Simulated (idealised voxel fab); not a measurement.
Herein follows the process module entitled voxel gate over fins.
Each square cell in cross-section cut measures 5 nm, and the section as a whole is 245 nm wide.
We lay out every cross-section as a grid of square cells and spell it out in bands from the top down, where one band means one or more rows of cells.
The entry gives the band's vertical extent as a top height and a bottom height in nm, then its horizontal make-up as materials from left to right, each with a width in nm. "empty" stands for empty space; a single material marked "everywhere" fills the band edge to edge.
Heights from 0 (as-received wafer is one material below). Bottom band endless downward, as "from 0 down".
Note: "30..40" means the width goes from the first number (top row of the band) to the second number (bottom row) in equal steps per row of cells.
Take "nothing was modified" at face value: in the step it is given for, the cross-section changed in none of its cells.
For the entry "Closed void table", the listed items are empty spaces with no open way to the top whose size is 8 cells or more; each item follows the pattern width x height at distance, where distance is from the left edge and all three are in nm.
Note: text after step settings on the step line = simulator remark on that step.
If you see "overlay nm" on a step's line and that step has a mask, it's telling you how far right of where it was planned the mask ended up; a negative number means it went left instead.
The remainder of this document consists of a sequence of paired cross-sections. Each pair presents the cross-section prior to one process step together with the cross-section following it, the latter being rendered only as deep as the lowest band that underwent change. The intervening step, together with its settings, is stated beneath each pair. Because the pairs may originate from different runs of this module on the same starting wafer, a given pair is to be read as continuing from the preceding pair only where its entry headed "Before the step" so indicates.

Before the step:
- from 0 down  Si everywhere
- Closed void table: none

As Processed:
- from 10 to 0  SiN everywhere
- Lower than 0, everything is as it was.
- Closed void table: none
Which operation lies between the before and after views above? CONFORMAL_DEP | material SiN | thk nm 10

Before the step: carried over from the after image of the pair right above.

As Processed:
- from 20 to 10  aC everywhere
- Lower than 10, everything is as it was.
- Closed void table: none
Which operation lies between the before and after views above? DIRECTIONAL_DEP | material aC | thk nm 10

Before the step: carried over from the after image of the pair right above.

As Processed:
- from 50 to 20  85 of empty | 15 of resist | 40 of empty | 15 of resist | 90 of empty
- Lower than 20, everything is as it was.
- Closed void table: none
Which operation lies between the before and after views above? PATTERN | tone cover | mask id FINS | material resist | width nm 15 | pitch nm 55 | thk nm 30 | overlay nm 0

Before the step: carried over from the after image of the pair right above.

As Processed:
- from 40 to 20  85 of empty | 15 of resist | 40 of empty | 15 of resist | 90 of empty
- from 20 to 10  85 of empty | 15 of aC | 40 of empty | 15 of aC | 90 of empty
- Lower than 10, everything is as it was.
- Closed void table: none
Which operation lies between the before and after views above? DIRECTIONAL_ETCH | etch materials aC | depth nm 10

Before the step: carried over from the after image of the pair right above.

As Processed:
- from 20 to 10  85 of empty | 15 of aC | 40 of empty | 15 of aC | 90 of empty
- Lower than 10, everything is as it was.
- Closed void table: none
Which operation lies between the before and after views above? STRIP | etch materials resist

Before the step: carried over from the after image of the pair right above.

As Processed:
- from 20 to 10  85 of empty | 15 of aC | 40 of empty | 15 of aC | 90 of empty
- from 10 to 0  85 of empty | 15 of SiN | 40 of empty | 15 of SiN | 90 of empty
- Lower than 0, everything is as it was.
- Closed void table: none
Which operation lies between the before and after views above? DIRECTIONAL_ETCH | etch materials SiN | depth nm 10

Before the step: carried over from the after image of the pair right above.

As Processed:
- from 20 to 10  85 of empty | 15 of aC | 40 of empty | 15 of aC | 90 of empty
- from 10 to 0  85 of empty | 15 of SiN | 40 of empty | 15 of SiN | 90 of empty
- from 0 to -40  85 of empty | 15 of Si | 40 of empty | 15 of Si | 90 of empty
- Lower than -40, everything is as it was.
- Closed void table: none
Which operation lies between the before and after views above? DIRECTIONAL_ETCH | etch materials Si | depth nm 40

Before the step: carried over from the after image of the pair right above.

As Processed:
- from 10 to 0  85 of empty | 15 of SiN | 40 of empty | 15 of SiN | 90 of empty
- Lower than 0, everything is as it was.
- Closed void table: none
Which operation lies between the before and after views above? STRIP | etch materials aC

Before the step: carried over from the after image of the pair right above.

As Processed:
- from 10 to 0  85 of empty | 15 of SiN | 40 of empty | 15 of SiN | 90 of empty
- from 0 to -40  85 of empty | 5 of SiO2 | 5 of Si | 5 of SiO2 | 40 of empty | 5 of SiO2 | 5 of Si | 5 of SiO2 | 90 of empty
- from -40 to -45  90 of SiO2 | 5 of Si | 50 of SiO2 | 5 of Si | 95 of SiO2
- Lower than -45, everything is as it was.
- Closed void table: none
Which operation lies between the before and after views above? OXIDIZE | depth nm 5

Before the step: carried over from the after image of the pair right above.

As Processed:
- from 20 to 10  SiO2 everywhere
- from 10 to 0  85 of SiO2 | 15 of SiN | 40 of SiO2 | 15 of SiN | 90 of SiO2
- from 0 to -45  90 of SiO2 | 5 of Si | 50 of SiO2 | 5 of Si | 95 of SiO2
- Lower than -45, everything is as it was.
- Closed void table: none
Which operation lies between the before and after views above? FILL_DEP | material SiO2 | thk nm 10

Before the step: carried over from the after image of the pair right above.

As Processed:
- from 10 to 0  85 of SiO2 | 15 of SiN | 40 of SiO2 | 15 of SiN | 90 of SiO2
- Lower than 0, everything is as it was.
- Closed void table: none
Which operation lies between the before and after views above? CMP | height nm 10

Before the step: carried over from the after image of the pair right above.

As Processed:
- from 25 to 10  110 of resist | 15 of empty | 120 of resist
- Lower than 10, everything is as it was.
- Closed void table: none
Which operation lies between the before and after views above? PATTERN | tone open | mask id RAIL | material resist | width nm 15 | thk nm 15 | overlay nm 0

Before the step: carried over from the after image of the pair right above.

As Processed:
- from 25 to 10  110 of resist | 15 of empty | 120 of resist
- from 10 to 0  85 of SiO2 | 15 of SiN | 10 of SiO2 | 15 of empty | 15 of SiO2 | 15 of SiN | 90 of SiO2
- from 0 to -35  90 of SiO2 | 5 of Si | 15 of SiO2 | 15 of empty | 20 of SiO2 | 5 of Si | 95 of SiO2
- Lower than -35, everything is as it was.
- Closed void table: none
Which operation lies between the before and after views above? DIRECTIONAL_ETCH | etch materials SiO2 | depth nm 45

Before the step: carried over from the after image of the pair right above.

As Processed:
- from 10 to 0  85 of SiO2 | 15 of SiN | 10 of SiO2 | 15 of empty | 15 of SiO2 | 15 of SiN | 90 of SiO2
- Lower than 0, everything is as it was.
- Closed void table: none
Which operation lies between the before and after views above? STRIP | etch materials resist

Before the step: carried over from the after image of the pair right above.

As Processed:
- from 15 to 10  115 of TiN | 5 of empty | 125 of TiN
- from 10 to 0  85 of SiO2 | 15 of SiN | 10 of SiO2 | 5 of TiN | 5 of empty | 5 of TiN | 15 of SiO2 | 15 of SiN | 90 of SiO2
- from 0 to -30  90 of SiO2 | 5 of Si | 15 of SiO2 | 5 of TiN | 5 of empty | 5 of TiN | 20 of SiO2 | 5 of Si | 95 of SiO2
- from -30 to -35  90 of SiO2 | 5 of Si | 15 of SiO2 | 15 of TiN | 20 of SiO2 | 5 of Si | 95 of SiO2
- Lower than -35, everything is as it was.
- Closed void table: none
Which operation lies between the before and after views above? CONFORMAL_DEP | material TiN | thk nm 5

Before the step: carried over from the after image of the pair right above.

As Processed:
- from 25 to 15  Ru everywhere
- from 15 to 10  115 of TiN | 5 of Ru | 125 of TiN
- from 10 to 0  85 of SiO2 | 15 of SiN | 10 of SiO2 | 5 of TiN | 5 of Ru | 5 of TiN | 15 of SiO2 | 15 of SiN | 90 of SiO2
- from 0 to -30  90 of SiO2 | 5 of Si | 15 of SiO2 | 5 of TiN | 5 of Ru | 5 of TiN | 20 of SiO2 | 5 of Si | 95 of SiO2
- Lower than -30, everything is as it was.
- Closed void table: none
Which operation lies between the before and after views above? FILL_DEP | material Ru | thk nm 10

Before the step: carried over from the after image of the pair right above.

As Processed:
- from 10 to 0  85 of SiO2 | 15 of SiN | 10 of SiO2 | 5 of TiN | 5 of Ru | 5 of TiN | 15 of SiO2 | 15 of SiN | 90 of SiO2
- Lower than 0, everything is as it was.
- Closed void table: none
Which operation lies between the before and after views above? CMP | height nm 10

Before the step: carried over from the after image of the pair right above.

As Processed:
- from 10 to 0  85 of SiO2 | 15 of SiN | 10 of SiO2 | 15 of empty | 15 of SiO2 | 15 of SiN | 90 of SiO2
- from 0 to -20  90 of SiO2 | 5 of Si | 15 of SiO2 | 15 of empty | 20 of SiO2 | 5 of Si | 95 of SiO2
- Lower than -20, everything is as it was.
- Closed void table: none
Which operation lies between the before and after views above? SELECTIVE_ETCH | etch materials W Ru TiN | depth nm 30

Before the step: carried over from the after image of the pair right above.

As Processed:
- from 15 to 10  SiO2 everywhere
- from 10 to 0  85 of SiO2 | 15 of SiN | 40 of SiO2 | 15 of SiN | 90 of SiO2
- from 0 to -20  90 of SiO2 | 5 of Si | 50 of SiO2 | 5 of Si | 95 of SiO2
- Lower than -20, everything is as it was.
- Closed void table: none
Which operation lies between the before and after views above? FILL_DEP | material SiO2 | thk nm 5

Before the step: carried over from the after image of the pair right above.

As Processed:
- from 10 to 0  85 of SiO2 | 15 of SiN | 40 of SiO2 | 15 of SiN | 90 of SiO2
- Lower than 0, everything is as it was.
- Closed void table: none
Which operation lies between the before and after views above? CMP | height nm 10

Before the step: carried over from the after image of the pair right above.

As Processed:
- from 10 to 0  85 of empty | 15 of SiN | 40 of empty | 15 of SiN | 90 of empty
- from 0 to -10  90 of empty | 5 of Si | 50 of empty | 5 of Si | 95 of empty
- Lower than -10, everything is as it was.
- Closed void table: none
Which operation lies between the before and after views above? SELECTIVE_ETCH | etch materials SiO2 | depth nm 20

Before the step: carried over from the after image of the pair right above.

As Processed:
- from 0 to -10  90 of empty | 5 of Si | 50 of empty | 5 of Si | 95 of empty
- Lower than -10, everything is as it was.
- Closed void table: none
Which operation lies between the before and after views above? STRIP | etch materials SiN

Before the step: carried over from the after image of the pair right above.

As Processed:
- from 5 to 0  85 of empty | 15 of HfO2 | 40 of empty | 15 of HfO2 | 90 of empty
- from 0 to -5  85 of empty | 5 of HfO2 | 5 of Si | 5 of HfO2 | 40 of empty | 5 of HfO2 | 5 of Si | 5 of HfO2 | 90 of empty
- from -5 to -10  90 of HfO2 | 5 of Si | 50 of HfO2 | 5 of Si | 95 of HfO2
- Lower than -10, everything is as it was.
- Closed void table: none
Which operation lies between the before and after views above? CONFORMAL_DEP | material HfO2 | thk nm 5

Before the step: carried over from the after image of the pair right above.

As Processed:
- from 10 to 5  80 of empty | 25 of TiN | 30 of empty | 25 of TiN | 85 of empty
- from 5 to 0  80 of empty | 5 of TiN | 15 of HfO2 | 5 of TiN | 30 of empty | 5 of TiN | 15 of HfO2 | 5 of TiN | 85 of empty
- from 0 to -5  85 of TiN | 5 of HfO2 | 5 of Si | 5 of HfO2 | 40 of TiN | 5 of HfO2 | 5 of Si | 5 of HfO2 | 90 of TiN
- Lower than -5, everything is as it was.
- Closed void table: none
Which operation lies between the before and after views above? CONFORMAL_DEP | material TiN | thk nm 5

Before the step: carried over from the after image of the pair right above.

As Processed:
- from 25 to 10  W everywhere
- from 10 to 5  80 of W | 25 of TiN | 30 of W | 25 of TiN | 85 of W
- from 5 to 0  80 of W | 5 of TiN | 15 of HfO2 | 5 of TiN | 30 of W | 5 of TiN | 15 of HfO2 | 5 of TiN | 85 of W
- Lower than 0, everything is as it was.
- Closed void table: none
Which operation lies between the before and after views above? FILL_DEP | material W | thk nm 15

Before the step: carried over from the after image of the pair right above.

As Processed:
- from 20 to 10  W everywhere
- Lower than 10, everything is as it was.
- Closed void table: none
Which operation lies between the before and after views above? CMP | height nm 20

Before the step: carried over from the after image of the pair right above.

As Processed:
- from 25 to 20  SiN everywhere
- Lower than 20, everything is as it was.
- Closed void table: none
Which operation lies between the before and after views above? CONFORMAL_DEP | material SiN | thk nm 5

Before the step:
- from 0 to -10  90 of empty | 5 of Si | 50 of empty | 5 of Si | 95 of empty
- from -10 to -20  90 of SiO2 | 5 of Si | 50 of SiO2 | 5 of Si | 95 of SiO2
- from -20 to -30  90 of SiO2 | 5 of Si | 15 of SiO2 | 5 of TiN | 5 of Ru | 5 of TiN | 20 of SiO2 | 5 of Si | 95 of SiO2
- from -30 to -35  90 of SiO2 | 5 of Si | 15 of SiO2 | 15 of TiN | 20 of SiO2 | 5 of Si | 95 of SiO2
- from -35 to -45  90 of SiO2 | 5 of Si | 50 of SiO2 | 5 of Si | 95 of SiO2
- from -45 down  Si everywhere
- Closed void table: none

As Processed:
- from 5 to 0  85 of empty | 15 of TiN | 40 of empty | 15 of TiN | 90 of empty
- from 0 to -5  85 of empty | 5 of TiN | 5 of Si | 5 of TiN | 40 of empty | 5 of TiN | 5 of Si | 5 of TiN | 90 of empty
- from -5 to -10  90 of TiN | 5 of Si | 50 of TiN | 5 of Si | 95 of TiN
- Lower than -10, everything is as it was.
- Closed void table: none
Which operation lies between the before and after views above? CONFORMAL_DEP | material TiN | thk nm 5

Before the step: carried over from the after image of the pair right above.

As Processed:
- from 20 to 5  W everywhere
- from 5 to 0  85 of W | 15 of TiN | 40 of W | 15 of TiN | 90 of W
- from 0 to -5  85 of W | 5 of TiN | 5 of Si | 5 of TiN | 40 of W | 5 of TiN | 5 of Si | 5 of TiN | 90 of W
- Lower than -5, everything is as it was.
- Closed void table: none
Which operation lies between the before and after views above? FILL_DEP | material W | thk nm 15

Before the step: carried over from the after image of the pair right above.

As Processed:
- from 25 to 20  SiN everywhere
- Lower than 20, everything is as it was.
- Closed void table: none
Which operation lies between the before and after views above? CONFORMAL_DEP | material SiN | thk nm 5

Before the step:
- from 10 to 0  85 of empty | 15 of SiN | 40 of empty | 15 of SiN | 90 of empty
- from 0 to -10  90 of empty | 5 of Si | 50 of empty | 5 of Si | 95 of empty
- from -10 to -20  90 of SiO2 | 5 of Si | 50 of SiO2 | 5 of Si | 95 of SiO2
- from -20 to -30  90 of SiO2 | 5 of Si | 15 of SiO2 | 5 of TiN | 5 of Ru | 5 of TiN | 20 of SiO2 | 5 of Si | 95 of SiO2
- from -30 to -35  90 of SiO2 | 5 of Si | 15 of SiO2 | 15 of TiN | 20 of SiO2 | 5 of Si | 95 of SiO2
- from -35 to -45  90 of SiO2 | 5 of Si | 50 of SiO2 | 5 of Si | 95 of SiO2
- from -45 down  Si everywhere
- Closed void table: none

As Processed:
- from 10 to 0  85 of empty | 15 of SiN | 40 of empty | 15 of SiN | 90 of empty
- from 0 to -20  90 of empty | 5 of Si | 50 of empty | 5 of Si | 95 of empty
- from -20 to -30  90 of empty | 5 of Si | 15 of empty | 5 of TiN | 5 of Ru | 5 of TiN | 20 of empty | 5 of Si | 95 of empty
- Lower than -30, everything is as it was.
- Closed void table: none
Which operation lies between the before and after views above? SELECTIVE_ETCH | etch materials SiO2 | depth nm 20

Before the step: carried over from the after image of the pair right above.

As Processed:
- from 0 to -20  90 of empty | 5 of Si | 50 of empty | 5 of Si | 95 of empty
- Lower than -20, everything is as it was.
- Closed void table: none
Which operation lies between the before and after views above? STRIP | etch materials SiN

Before the step: carried over from the after image of the pair right above.

As Processed:
- from 5 to 0  85 of empty | 15 of HfO2 | 40 of empty | 15 of HfO2 | 90 of empty
- from 0 to -15  85 of empty | 5 of HfO2 | 5 of Si | 5 of HfO2 | 40 of empty | 5 of HfO2 | 5 of Si | 5 of HfO2 | 90 of empty
- from -15 to -20  85 of empty | 5 of HfO2 | 5 of Si | 5 of HfO2 | 5 of empty | 25 of HfO2 | 10 of empty | 5 of HfO2 | 5 of Si | 5 of HfO2 | 90 of empty
- from -20 to -25  85 of empty | 5 of HfO2 | 5 of Si | 5 of HfO2 | 5 of empty | 5 of HfO2 | 5 of TiN | 5 of Ru | 5 of TiN | 5 of HfO2 | 10 of empty | 5 of HfO2 | 5 of Si | 5 of HfO2 | 90 of empty
- from -25 to -30  90 of HfO2 | 5 of Si | 15 of HfO2 | 5 of TiN | 5 of Ru | 5 of TiN | 20 of HfO2 | 5 of Si | 95 of HfO2
- Lower than -30, everything is as it was.
- Closed void table: none
Which operation lies between the before and after views above? CONFORMAL_DEP | material HfO2 | thk nm 5

Before the step: carried over from the after image of the pair right above.

As Processed:
- from 10 to 5  80 of empty | 25 of TiN | 30 of empty | 25 of TiN | 85 of empty
- from 5 to 0  80 of empty | 5 of TiN | 15 of HfO2 | 5 of TiN | 30 of empty | 5 of TiN | 15 of HfO2 | 5 of TiN | 85 of empty
- from 0 to -10  80 of empty | 5 of TiN | 5 of HfO2 | 5 of Si | 5 of HfO2 | 5 of TiN | 30 of empty | 5 of TiN | 5 of HfO2 | 5 of Si | 5 of HfO2 | 5 of TiN | 85 of empty
- from -10 to -15  80 of empty | 5 of TiN | 5 of HfO2 | 5 of Si | 5 of HfO2 | 40 of TiN | 5 of HfO2 | 5 of Si | 5 of HfO2 | 5 of TiN | 85 of empty
- from -15 to -20  80 of empty | 5 of TiN | 5 of HfO2 | 5 of Si | 5 of HfO2 | 5 of TiN | 25 of HfO2 | 10 of TiN | 5 of HfO2 | 5 of Si | 5 of HfO2 | 5 of TiN | 85 of empty
- from -20 to -25  85 of TiN | 5 of HfO2 | 5 of Si | 5 of HfO2 | 5 of TiN | 5 of HfO2 | 5 of TiN | 5 of Ru | 5 of TiN | 5 of HfO2 | 10 of TiN | 5 of HfO2 | 5 of Si | 5 of HfO2 | 90 of TiN
- Lower than -25, everything is as it was.
- Closed void table: none
Which operation lies between the before and after views above? CONFORMAL_DEP | material TiN | thk nm 5

Before the step: carried over from the after image of the pair right above.

As Processed:
- from 25 to 10  W everywhere
- from 10 to 5  80 of W | 25 of TiN | 30 of W | 25 of TiN | 85 of W
- from 5 to 0  80 of W | 5 of TiN | 15 of HfO2 | 5 of TiN | 30 of W | 5 of TiN | 15 of HfO2 | 5 of TiN | 85 of W
- from 0 to -10  80 of W | 5 of TiN | 5 of HfO2 | 5 of Si | 5 of HfO2 | 5 of TiN | 30 of W | 5 of TiN | 5 of HfO2 | 5 of Si | 5 of HfO2 | 5 of TiN | 85 of W
- from -10 to -15  80 of W | 5 of TiN | 5 of HfO2 | 5 of Si | 5 of HfO2 | 40 of TiN | 5 of HfO2 | 5 of Si | 5 of HfO2 | 5 of TiN | 85 of W
- from -15 to -20  80 of W | 5 of TiN | 5 of HfO2 | 5 of Si | 5 of HfO2 | 5 of TiN | 25 of HfO2 | 10 of TiN | 5 of HfO2 | 5 of Si | 5 of HfO2 | 5 of TiN | 85 of W
- Lower than -20, everything is as it was.
- Closed void table: none
Which operation lies between the before and after views above? FILL_DEP | material W | thk nm 15

Before the step: carried over from the after image of the pair right above.

As Processed:
- from 20 to 10  W everywhere
- Lower than 10, everything is as it was.
- Closed void table: none
Which operation lies between the before and after views above? CMP | height nm 20

Before the step: carried over from the after image of the pair right above.

As Processed:
- from 25 to 20  SiN everywhere
- Lower than 20, everything is as it was.
- Closed void table: none
Which operation lies between the before and after views above? CONFORMAL_DEP | material SiN | thk nm 5

Before the step:
- from 10 to 0  85 of SiO2 | 15 of SiN | 40 of SiO2 | 15 of SiN | 90 of SiO2
- from 0 to -20  90 of SiO2 | 5 of Si | 50 of SiO2 | 5 of Si | 95 of SiO2
- from -20 to -30  90 of SiO2 | 5 of Si | 15 of SiO2 | 5 of TiN | 5 of Ru | 5 of TiN | 20 of SiO2 | 5 of Si | 95 of SiO2
- from -30 to -35  90 of SiO2 | 5 of Si | 15 of SiO2 | 15 of TiN | 20 of SiO2 | 5 of Si | 95 of SiO2
- from -35 to -45  90 of SiO2 | 5 of Si | 50 of SiO2 | 5 of Si | 95 of SiO2
- from -45 down  Si everywhere
- Closed void table: none

As Processed:
- from 10 to 0  85 of SiO2 | 15 of empty | 40 of SiO2 | 15 of empty | 90 of SiO2
- Lower than 0, everything is as it was.
- Closed void table: none
Which operation lies between the before and after views above? STRIP | etch materials SiN

Before the step: carried over from the after image of the pair right above.

As Processed:
- from 0 to -10  90 of empty | 5 of Si | 50 of empty | 5 of Si | 95 of empty
- from -10 to -20  65 of SiO2 | 25 of empty | 5 of Si | 50 of empty | 5 of Si | 25 of empty | 70 of SiO2
- Lower than -20, everything is as it was.
- Closed void table: none
Which operation lies between the before and after views above? SELECTIVE_ETCH | etch materials SiO2 | depth nm 20

Before the step: carried over from the after image of the pair right above.

As Processed:
- from 5 to 0  85 of empty | 15 of HfO2 | 40 of empty | 15 of HfO2 | 90 of empty
- from 0 to -5  85 of empty | 5 of HfO2 | 5 of Si | 5 of HfO2 | 40 of empty | 5 of HfO2 | 5 of Si | 5 of HfO2 | 90 of empty
- from -5 to -10  70 of HfO2 | 15 of empty | 5 of HfO2 | 5 of Si | 5 of HfO2 | 40 of empty | 5 of HfO2 | 5 of Si | 5 of HfO2 | 15 of empty | 75 of HfO2
- from -10 to -15  65 of SiO2 | 5 of HfO2 | 15 of empty | 5 of HfO2 | 5 of Si | 5 of HfO2 | 40 of empty | 5 of HfO2 | 5 of Si | 5 of HfO2 | 15 of empty | 5 of HfO2 | 70 of SiO2
- from -15 to -20  65 of SiO2 | 25 of HfO2 | 5 of Si | 50 of HfO2 | 5 of Si | 25 of HfO2 | 70 of SiO2
- Lower than -20, everything is as it was.
- Closed void table: none
Which operation lies between the before and after views above? CONFORMAL_DEP | material HfO2 | thk nm 5

Before the step: carried over from the after image of the pair right above.

As Processed:
- from 10 to 5  80 of empty | 25 of TiN | 30 of empty | 25 of TiN | 85 of empty
- from 5 to 0  80 of empty | 5 of TiN | 15 of HfO2 | 5 of TiN | 30 of empty | 5 of TiN | 15 of HfO2 | 5 of TiN | 85 of empty
- from 0 to -5  75 of TiN | 5 of empty | 5 of TiN | 5 of HfO2 | 5 of Si | 5 of HfO2 | 5 of TiN | 30 of empty | 5 of TiN | 5 of HfO2 | 5 of Si | 5 of HfO2 | 5 of TiN | 5 of empty | 80 of TiN
- from -5 to -10  70 of HfO2 | 5 of TiN | 5 of empty | 5 of TiN | 5 of HfO2 | 5 of Si | 5 of HfO2 | 5 of TiN | 30 of empty | 5 of TiN | 5 of HfO2 | 5 of Si | 5 of HfO2 | 5 of TiN | 5 of empty | 5 of TiN | 75 of HfO2
- from -10 to -15  65 of SiO2 | 5 of HfO2 | 15 of TiN | 5 of HfO2 | 5 of Si | 5 of HfO2 | 40 of TiN | 5 of HfO2 | 5 of Si | 5 of HfO2 | 15 of TiN | 5 of HfO2 | 70 of SiO2
- Lower than -15, everything is as it was.
- Closed void table: none
Which operation lies between the before and after views above? CONFORMAL_DEP | material TiN | thk nm 5

Before the step: carried over from the after image of the pair right above.

As Processed:
- from 25 to 10  W everywhere
- from 10 to 5  80 of W | 25 of TiN | 30 of W | 25 of TiN | 85 of W
- from 5 to 0  80 of W | 5 of TiN | 15 of HfO2 | 5 of TiN | 30 of W | 5 of TiN | 15 of HfO2 | 5 of TiN | 85 of W
- from 0 to -5  75 of TiN | 5 of W | 5 of TiN | 5 of HfO2 | 5 of Si | 5 of HfO2 | 5 of TiN | 30 of W | 5 of TiN | 5 of HfO2 | 5 of Si | 5 of HfO2 | 5 of TiN | 5 of W | 80 of TiN
- from -5 to -10  70 of HfO2 | 5 of TiN | 5 of W | 5 of TiN | 5 of HfO2 | 5 of Si | 5 of HfO2 | 5 of TiN | 30 of W | 5 of TiN | 5 of HfO2 | 5 of Si | 5 of HfO2 | 5 of TiN | 5 of W | 5 of TiN | 75 of HfO2
- Lower than -10, everything is as it was.
- Closed void table: none
Which operation lies between the before and after views above? FILL_DEP | material W | thk nm 15

Before the step: carried over from the after image of the pair right above.

As Processed:
- from 20 to 10  W everywhere
- Lower than 10, everything is as it was.
- Closed void table: none
Which operation lies between the before and after views above? CMP | height nm 20

Before the step: carried over from the after image of the pair right above.

As Processed:
- from 25 to 20  SiN everywhere
- Lower than 20, everything is as it was.
- Closed void table: none
Which operation lies between the before and after views above? CONFORMAL_DEP | material SiN | thk nm 5

Before the step:
- from 10 to 0  85 of SiO2 | 15 of SiN | 10 of SiO2 | 5 of TiN | 5 of Ru | 5 of TiN | 15 of SiO2 | 15 of SiN | 90 of SiO2
- from 0 to -30  90 of SiO2 | 5 of Si | 15 of SiO2 | 5 of TiN | 5 of Ru | 5 of TiN | 20 of SiO2 | 5 of Si | 95 of SiO2
- from -30 to -35  90 of SiO2 | 5 of Si | 15 of SiO2 | 15 of TiN | 20 of SiO2 | 5 of Si | 95 of SiO2
- from -35 to -45  90 of SiO2 | 5 of Si | 50 of SiO2 | 5 of Si | 95 of SiO2
- from -45 down  Si everywhere
- Closed void table: none

As Processed:
- from 10 to 0  85 of SiO2 | 15 of SiN | 10 of SiO2 | 15 of empty | 15 of SiO2 | 15 of SiN | 90 of SiO2
- from 0 to -30  90 of SiO2 | 5 of Si | 15 of SiO2 | 15 of empty | 20 of SiO2 | 5 of Si | 95 of SiO2
- Lower than -30, everything is as it was.
- Closed void table: none
Which operation lies between the before and after views above? SELECTIVE_ETCH | etch materials W Ru TiN | depth nm 40

Before the step: carried over from the after image of the pair right above.

As Processed:
- from 15 to 10  SiO2 everywhere
- from 10 to 0  85 of SiO2 | 15 of SiN | 40 of SiO2 | 15 of SiN | 90 of SiO2
- from 0 to -30  90 of SiO2 | 5 of Si | 50 of SiO2 | 5 of Si | 95 of SiO2
- Lower than -30, everything is as it was.
- Closed void table: none
Which operation lies between the before and after views above? FILL_DEP | material SiO2 | thk nm 5

Before the step: carried over from the after image of the pair right above.

As Processed:
- from 10 to 0  85 of SiO2 | 15 of SiN | 40 of SiO2 | 15 of SiN | 90 of SiO2
- Lower than 0, everything is as it was.
- Closed void table: none
Which operation lies between the before and after views above? CMP | height nm 10

Before the step: carried over from the after image of the pair right above.

As Processed:
- from 10 to 0  85 of empty | 15 of SiN | 40 of empty | 15 of SiN | 90 of empty
- from 0 to -10  90 of empty | 5 of Si | 50 of empty | 5 of Si | 95 of empty
- Lower than -10, everything is as it was.
- Closed void table: none
Which operation lies between the before and after views above? SELECTIVE_ETCH | etch materials SiO2 | depth nm 20

Before the step: carried over from the after image of the pair right above.

As Processed:
- from 0 to -10  90 of empty | 5 of Si | 50 of empty | 5 of Si | 95 of empty
- Lower than -10, everything is as it was.
- Closed void table: none
Which operation lies between the before and after views above? STRIP | etch materials SiN

Before the step: carried over from the after image of the pair right above.

As Processed:
- from 5 to 0  85 of empty | 15 of HfO2 | 40 of empty | 15 of HfO2 | 90 of empty
- from 0 to -5  85 of empty | 5 of HfO2 | 5 of Si | 5 of HfO2 | 40 of empty | 5 of HfO2 | 5 of Si | 5 of HfO2 | 90 of empty
- from -5 to -10  90 of HfO2 | 5 of Si | 50 of HfO2 | 5 of Si | 95 of HfO2
- Lower than -10, everything is as it was.
- Closed void table: none
Which operation lies between the before and after views above? CONFORMAL_DEP | material HfO2 | thk nm 5

Before the step: carried over from the after image of the pair right above.

As Processed:
- from 10 to 5  80 of empty | 25 of TiN | 30 of empty | 25 of TiN | 85 of empty
- from 5 to 0  80 of empty | 5 of TiN | 15 of HfO2 | 5 of TiN | 30 of empty | 5 of TiN | 15 of HfO2 | 5 of TiN | 85 of empty
- from 0 to -5  85 of TiN | 5 of HfO2 | 5 of Si | 5 of HfO2 | 40 of TiN | 5 of HfO2 | 5 of Si | 5 of HfO2 | 90 of TiN
- Lower than -5, everything is as it was.
- Closed void table: none
Which operation lies between the before and after views above? CONFORMAL_DEP | material TiN | thk nm 5

Before the step: carried over from the after image of the pair right above.

As Processed:
- from 25 to 10  W everywhere
- from 10 to 5  80 of W | 25 of TiN | 30 of W | 25 of TiN | 85 of W
- from 5 to 0  80 of W | 5 of TiN | 15 of HfO2 | 5 of TiN | 30 of W | 5 of TiN | 15 of HfO2 | 5 of TiN | 85 of W
- Lower than 0, everything is as it was.
- Closed void table: none
Which operation lies between the before and after views above? FILL_DEP | material W | thk nm 15

Before the step: carried over from the after image of the pair right above.

As Processed:
- from 20 to 10  W everywhere
- Lower than 10, everything is as it was.
- Closed void table: none
Which operation lies between the before and after views above? CMP | height nm 20

Before the step: carried over from the after image of the pair right above.

As Processed:
- from 25 to 20  SiN everywhere
- Lower than 20, everything is as it was.
- Closed void table: none
Which operation lies between the before and after views above? CONFORMAL_DEP | material SiN | thk nm 5

Before the step:
- from 20 to 10  aC everywhere
- from 10 to 0  SiN everywhere
- from 0 down  Si everywhere
- Closed void table: none

As Processed:
- from 50 to 20  85 of empty | 20 of resist | 35 of empty | 20 of resist | 85 of empty
- Lower than 20, everything is as it was.
- Closed void table: none
Which operation lies between the before and after views above? PATTERN | tone cover | mask id FINS | material resist | width nm 20 | pitch nm 55 | thk nm 30 | overlay nm 0

Before the step: carried over from the after image of the pair right above.

As Processed:
- from 40 to 20  85 of empty | 20 of resist | 35 of empty | 20 of resist | 85 of empty
- from 20 to 10  85 of empty | 20 of aC | 35 of empty | 20 of aC | 85 of empty
- Lower than 10, everything is as it was.
- Closed void table: none
Which operation lies between the before and after views above? DIRECTIONAL_ETCH | etch materials aC | depth nm 10

Before the step: carried over from the after image of the pair right above.

As Processed:
- from 20 to 10  85 of empty | 20 of aC | 35 of empty | 20 of aC | 85 of empty
- Lower than 10, everything is as it was.
- Closed void table: none
Which operation lies between the before and after views above? STRIP | etch materials resist

Before the step: carried over from the after image of the pair right above.

As Processed:
- from 20 to 10  85 of empty | 20 of aC | 35 of empty | 20 of aC | 85 of empty
- from 10 to 0  85 of empty | 20 of SiN | 35 of empty | 20 of SiN | 85 of empty
- Lower than 0, everything is as it was.
- Closed void table: none
Which operation lies between the before and after views above? DIRECTIONAL_ETCH | etch materials SiN | depth nm 10

Before the step: carried over from the after image of the pair right above.

As Processed:
- from 20 to 10  85 of empty | 20 of aC | 35 of empty | 20 of aC | 85 of empty
- from 10 to 0  85 of empty | 20 of SiN | 35 of empty | 20 of SiN | 85 of empty
- from 0 to -40  85 of empty | 20 of Si | 35 of empty | 20 of Si | 85 of empty
- Lower than -40, everything is as it was.
- Closed void table: none
Which operation lies between the before and after views above? DIRECTIONAL_ETCH | etch materials Si | depth nm 40

Before the step: carried over from the after image of the pair right above.

As Processed:
- from 10 to 0  85 of empty | 20 of SiN | 35 of empty | 20 of SiN | 85 of empty
- Lower than 0, everything is as it was.
- Closed void table: none
Which operation lies between the before and after views above? STRIP | etch materials aC

Before the step: carried over from the after image of the pair right above.

As Processed:
- from 10 to 0  85 of empty | 20 of SiN | 35 of empty | 20 of SiN | 85 of empty
- from 0 to -40  85 of empty | 5 of SiO2 | 10 of Si | 5 of SiO2 | 35 of empty | 5 of SiO2 | 10 of Si | 5 of SiO2 | 85 of empty
- from -40 to -45  90 of SiO2 | 10 of Si | 45 of SiO2 | 10 of Si | 90 of SiO2
- Lower than -45, everything is as it was.
- Closed void table: none
Which operation lies between the before and after views above? OXIDIZE | depth nm 5
